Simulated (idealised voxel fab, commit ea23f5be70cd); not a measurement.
Herein follows the process module entitled voxel capacitor over wiring.
295 nm wide, 5 nm square cells: that's cross-section cut.
Just so we're on the same page, the cross-sections are grids of square cells, and they're listed out in bands top to bottom, each band one or more rows deep. Band: top height; bottom height; in nm. Then, left to right: material with width in nm, for each material. "full width": a single material spanning edge to edge. "air": empty space. Height 0 is the level under which the wafer as received is all one material. The lowest band goes on downwards, as in "0 and below". Graded width ("30->40"): value in top row of band = first number; value in bottom row = second number; row-to-row change constant. The cross-section has no changed cell in any step marked "nothing altered". Heads up: "Closed internal voids" only lists the empty pockets with no open path to the top that are 8 cells or more, and it writes them as width x height at distance, distance from the left edge, in nm. Step line, after settings: the simulator's comment on this step. A step's line can hold "overlay nm"; with a mask on that step, the setting says how far right of the planned place the mask lay, while a negative setting says it lay to the left.
## Here's what the planned process steps look like
1,RECEIVE | material Si
2,CONFORMAL_DEP | material SiO2 | thk nm 10
3,CONFORMAL_DEP | material SiCN | thk nm 5
4,DIRECTIONAL_DEP | material SiO2 | thk nm 15
5,DIRECTIONAL_DEP | material aC | thk nm 10
6,PATTERN | tone open | mask id METAL_1 | material resist | width nm 20 | pitch nm 80 | thk nm 25 | overlay nm 0
7,DIRECTIONAL_ETCH | etch materials aC | depth nm 10
8,STRIP | etch materials resist
9,DIRECTIONAL_ETCH | etch materials SiO2 | depth nm 15
10,DIRECTIONAL_ETCH | etch materials SiCN | depth nm 5
11,STRIP | etch materials aC
12,CONFORMAL_DEP | material TiN | thk nm 5
13,FILL_DEP | material Cu | thk nm 10
14,CMP | height nm 30
15,CONFORMAL_DEP | material SiCN | thk nm 5
16,DIRECTIONAL_DEP | material lowk | thk nm 15
17,DIRECTIONAL_DEP | material aC | thk nm 10
18,PATTERN | tone open | mask id PLUG_1 | material resist | width nm 15 | thk nm 30 | overlay nm 0
19,DIRECTIONAL_ETCH | etch materials aC | depth nm 10
20,STRIP | etch materials resist
21,DIRECTIONAL_ETCH | etch materials lowk | depth nm 15
22,DIRECTIONAL_ETCH | etch materials SiCN | depth nm 5
23,STRIP | etch materials aC
24,CONFORMAL_DEP | material TiN | thk nm 5
25,FILL_DEP | material Ru | thk nm 10
26,CMP | height nm 50
27,DIRECTIONAL_DEP | material TiN | thk nm 5
28,DIRECTIONAL_DEP | material SiN | thk nm 5
29,DIRECTIONAL_DEP | material TiN | thk nm 10
30,PATTERN | tone cover | mask id UPPER_PLATE | material resist | width nm 65 | thk nm 15 | overlay nm 0
31,DIRECTIONAL_ETCH | etch materials TiN | depth nm 10
32,DIRECTIONAL_ETCH | etch materials SiN | depth nm 5
33,STRIP | etch materials resist
34,DIRECTIONAL_DEP | material aC | thk nm 10
35,PATTERN | tone cover | mask id LOWER_PLATE | material resist | width nm 75 | thk nm 25 | overlay nm 0
36,DIRECTIONAL_ETCH | etch materials aC | depth nm 10
37,STRIP | etch materials resist
38,DIRECTIONAL_ETCH | etch materials TiN | depth nm 5
39,STRIP | etch materials aC
40,FILL_DEP | material SiO2 | thk nm 20
41,CMP | height nm 85
42,PATTERN | tone open | mask id PLUG_2 | material resist | width nm 15 | thk nm 15 | overlay nm 0
43,DIRECTIONAL_ETCH | etch materials SiO2 | depth nm 15
44,STRIP | etch materials resist
45,CONFORMAL_DEP | material TiN | thk nm 5
46,FILL_DEP | material Ru | thk nm 5
47,CMP | height nm 85
48,CONFORMAL_DEP | material SiN | thk nm 5
## Incoming wafer in cross-section (state: after step 1)
0 and below  Si full width
Closed internal voids: none
## The module was run from the start shown above using the plan shown above, but one mistake was made doing it; the resulting wafer cross-section is below
90 down to 85  SiN full width
85 down to 75  SiO2 (110) | TiN (5) | Ru (5) | TiN (5) | SiO2 (170)
75 down to 70  SiO2 (110) | TiN (15) | SiO2 (170)
70 down to 60  SiO2 (105) | TiN (55) | SiO2 (135)
60 down to 55  SiO2 (105) | SiN (55) | SiO2 (135)
55 down to 50  SiO2 (95) | TiN (75) | SiO2 (125)
50 down to 35  lowk (100) | TiN (5) | Ru (5) | TiN (5) | lowk (180)
35 down to 30  SiCN (100) | TiN (15) | SiCN (180)
30 down to 15  SiO2 (95) | TiN (5) | Cu (10) | TiN (5) | SiO2 (60) | TiN (5) | Cu (10) | TiN (5) | SiO2 (100)
15 down to 10  SiCN (95) | TiN (20) | SiCN (60) | TiN (20) | SiCN (100)
10 down to 0  SiO2 full width
0 and below  Si full width
Closed internal voids: none
In executing the process, a mistake was made relative to the plan: step 30 did not use the planned setting and instead ran as PATTERN | tone cover | mask id UPPER_PLATE | material resist | width nm 55 | thk nm 15 | overlay nm 0
